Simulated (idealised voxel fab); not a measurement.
Process module, titled voxel ribs on slabs
cross-section cut | 220 nm wide | cells 5 nm
Notation: cross-section as square-cell grid; stated in bands, top first, going down; one or more cell rows per band.
Each band's line starts with the height of the band's top and of its bottom, in nm. Then come its materials from left to right, each with its width in nm. One material with "full width" fills the band from edge to edge. "empty" is empty space.
Heights are expressed relative to 0, this being the level below which the as-received wafer comprises one material exclusively. The lowest band is unbounded in the downward direction and is denoted as in "from 0 down".
You'd read "30..40" like this: the band's top row of cells is as wide as the first number, its bottom row is as wide as the second, and going down, every row changes width by the same amount as the row before did.
The cross-section has no changed cell in any step marked "left unchanged".
Reported under the label "Internal closed voids" are the empty spaces having no open way to the top and comprising 8 cells or more; the notation for each is width x height at distance, in which the distance is measured from the left edge and all three values are in nm.
The remark found on a step's line after its settings is issued by the simulator itself and pertains to that step.
overlay nm: where the mask lay relative to plan, measured to the right, on steps with a mask; negatives go left.

### Process steps foreseen in the plan
- 1: RECEIVE, material Si
- 2: DIRECTIONAL_DEP, material SiO2, thk nm 20
- 3: DIRECTIONAL_DEP, material polySi, thk nm 20
- 4: PATTERN, tone cover, mask id RIB, material resist, width nm 20, thk nm 20, overlay nm 0
- 5: DIRECTIONAL_ETCH, etch materials polySi, depth nm 5
- 6: STRIP, etch materials resist
- 7: DIRECTIONAL_DEP, material aC, thk nm 10
- 8: PATTERN, tone cover, mask id SLAB, material resist, width nm 70, thk nm 30, overlay nm 0
- 9: DIRECTIONAL_ETCH, etch materials aC, depth nm 10
- 10: STRIP, etch materials resist
- 11: DIRECTIONAL_ETCH, etch materials polySi, depth nm 15
- 12: STRIP, etch materials aC
- 13: FILL_DEP, material SiO2, thk nm 20
- 14: CMP, height nm 55
- 15: DIRECTIONAL_DEP, material TiN, thk nm 10
- 16: PATTERN, tone cover, mask id HEATER, material resist, width nm 30, thk nm 15, overlay nm 0
- 17: DIRECTIONAL_ETCH, etch materials TiN, depth nm 10
- 18: STRIP, etch materials resist
- 19: CONFORMAL_DEP, material SiN, thk nm 5

### Wafer cross-section on receipt, i.e. after step 1
* from 0 down: Si full width
* Internal closed voids: none

### Cross-section, first of two wafers, end of module, run as planned
* from 70 to 65: 90 empty, then 40 SiN, then 90 empty
* from 65 to 60: 90 empty, then 5 SiN, then 30 TiN, then 5 SiN, then 90 empty
* from 60 to 55: 95 SiN, then 30 TiN, then 95 SiN
* from 55 to 40: SiO2 full width
* from 40 to 35: 100 SiO2, then 20 polySi, then 100 SiO2
* from 35 to 20: 75 SiO2, then 70 polySi, then 75 SiO2
* from 20 to 0: SiO2 full width
* from 0 down: Si full width
* Internal closed voids: none

### Now the second wafer, cross-sectioned at the end of the module. Nothing different at the start, nothing different in the plan compared with the first, just one mistake when it was actually run
* from 65 to 55: 95 empty, then 30 TiN, then 95 empty
* from 55 to 40: SiO2 full width
* from 40 to 35: 100 SiO2, then 20 polySi, then 100 SiO2
* from 35 to 20: 75 SiO2, then 70 polySi, then 75 SiO2
* from 20 to 0: SiO2 full width
* from 0 down: Si full width
* Internal closed voids: none
Deviation noted in wafer processing: plan step 19: skipped, not run
It is noted that, at the conclusion of processing, the second wafer exhibits a higher or lower cell count for certain materials relative to the first: -48 SiN
